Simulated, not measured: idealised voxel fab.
This is a process module. Its name is voxel air gaps.
The cross-section shown here is cut; it is 295 nm wide and divided into square cells measuring 5 nm on a side.
Cross-section layout: square cells on a grid; listed as bands, top to bottom; a band spans one or more cell rows. Read a band's entry like this: the first values are the height of its top and the height of its bottom in nm, and what follows is the sequence of materials from left to right, each with its width in nm. Note that "air" is empty space, and that a single material marked "edge to edge" reaches across the band from edge to edge. Convention: height 0 is the level below which the wafer, as received, is all one material. The lowest band does not terminate at the bottom but continues downward, represented as "0 and below". It should be noted that a width expressed as "30->40" varies in equal increments from row to row of cells within the band, taking the value of the first number at the top row and that of the second number at the bottom row. Where a step carries "same as before", the cross-section came out of it unchanged, cell for cell. Entry "Closed internal cavities". Content: empty spaces with no open connection to the top, size 8 cells or greater. Each: width x height at distance. Distance: from left edge. Unit: nm. Post-settings text on a step line: simulator's own remark regarding the step. Steps that use a mask can have "overlay nm" on their line. It says how far the mask sat to the right of where it was meant to be. Negative means to the left.

### So here's the lineup of process steps we planned
1) RECEIVE,material Si
2) CONFORMAL_DEP,material SiO2,thk nm 15
3) CONFORMAL_DEP,material SiCN,thk nm 5
4) DIRECTIONAL_DEP,material SiO2,thk nm 40
5) PATTERN,tone open,mask id LINES,material resist,width nm 20,pitch nm 45,thk nm 15,overlay nm 0
6) DIRECTIONAL_ETCH,etch materials SiO2,depth nm 40
7) STRIP,etch materials resist
8) CONFORMAL_DEP,material TiN,thk nm 5
9) FILL_DEP,material Ru,thk nm 10
10) CMP,height nm 60
11) EPI,material Ru,thk nm 10
12) SELECTIVE_ETCH,etch materials SiO2,depth nm 50
13) CONFORMAL_DEP,material SiCN,thk nm 5
Be aware that, although all wafers share a common starting state, the thk nm at step 3 differs among them, and the plan displays the first wafer's value.

### Incoming state of the first of several wafers in cross-section: after step 1
- 0 and below: Si edge to edge
- Closed internal cavities: none

### Table: wafers, a row each; end-of-module cell change per material since receipt, gain (+), loss (-); then closed voids
thk nm 5; +120 Ru; +218 SiCN; +177 SiO2; +72 TiN; Closed internal cavities: 15 x 30 at 95; 15 x 30 at 140; 15 x 30 at 185
thk nm 10; +112 Ru; +269 SiCN; +177 SiO2; +64 TiN; Closed internal cavities: 15 x 25 at 95; 15 x 25 at 140; 15 x 25 at 185
thk nm 15; +104 Ru; +320 SiCN; +177 SiO2; +56 TiN; Closed internal cavities: 15 x 20 at 95; 15 x 20 at 140; 15 x 20 at 185
thk nm 20; +96 Ru; +371 SiCN; +177 SiO2; +48 TiN; Closed internal cavities: 15 x 15 at 95; 15 x 15 at 140; 15 x 15 at 185
